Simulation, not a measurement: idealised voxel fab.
process module | voxel ribs on slabs
cross-section cut | 240 nm wide | cells 5 nm
A cross-section is a grid of square cells, given in bands from the top down. A band is one or more rows of cells.
Each band's line starts with the height of the band's top and of its bottom, in nm. Then come its materials from left to right, each with its width in nm. One material with "throughout" fills the band from edge to edge. "air" is empty space.
Height 0 is the level under which the wafer as received is all one material. The lowest band goes on downwards, as in "0 down".
A width such as "30 to 40" changes by the same amount from each row of cells to the next, from the band's top row to its bottom row.
"no change" after a step means that no cell of the cross-section changed.
closed voids: empty space of 8 cells or more with no open way to the top, each as width x height at its distance from the left edge, in nm
after a step's settings: what the simulator itself notes on the step
overlay nm, on a step with a mask: how far to the right of its planned place the mask lay; to the left if negative
plan
1 op RECEIVE | material Si
2 op DIRECTIONAL_DEP | material SiO2 | thk nm 20
3 op DIRECTIONAL_DEP | material SiN | thk nm 20
4 op MASKED_ETCH | tone cover | mask id RIB | width nm 20 | etch materials SiN | depth nm 5 | overlay nm 0
5 op DIRECTIONAL_DEP | material aC | thk nm 10
6 op PATTERN | tone cover | mask id SLAB | material resist | width nm 60 | thk nm 25 | overlay nm 0
7 op DIRECTIONAL_ETCH | etch materials aC | depth nm 10
8 op STRIP | etch materials resist
9 op DIRECTIONAL_ETCH | etch materials SiN | depth nm 15
10 op STRIP | etch materials aC
11 op FILL_DEP | material SiO2 | thk nm 25
12 op CMP | height nm 55
13 op DIRECTIONAL_DEP | material W | thk nm 5
14 op DIRECTIONAL_DEP | material aC | thk nm 15
15 op PATTERN | tone cover | mask id HEATER | material resist | width nm 20 | thk nm 30 | overlay nm 0
16 op DIRECTIONAL_ETCH | etch materials aC | depth nm 15
17 op STRIP | etch materials resist
18 op DIRECTIONAL_ETCH | etch materials W | depth nm 5
19 op STRIP | etch materials aC
20 op CONFORMAL_DEP | material SiO2 | thk nm 5
varied across the wafers: width nm of step 15. The plan shows the first wafer's value. All wafers start alike
first wafer as received, after step 1
  0 down: Si throughout
  closed voids: none
each wafer at the end: cells of each material gained (+) or lost (-) since it was received, then its closed voids
width nm 20 | +40 SiN | +538 SiO2 | +4 W | closed voids: none
width nm 25 | +40 SiN | +538 SiO2 | +5 W | closed voids: none
width nm 30 | +40 SiN | +538 SiO2 | +6 W | closed voids: none
width nm 35 | +40 SiN | +538 SiO2 | +7 W | closed voids: none
width nm 40 | +40 SiN | +538 SiO2 | +8 W | closed voids: none
width nm 45 | +40 SiN | +538 SiO2 | +9 W | closed voids: none
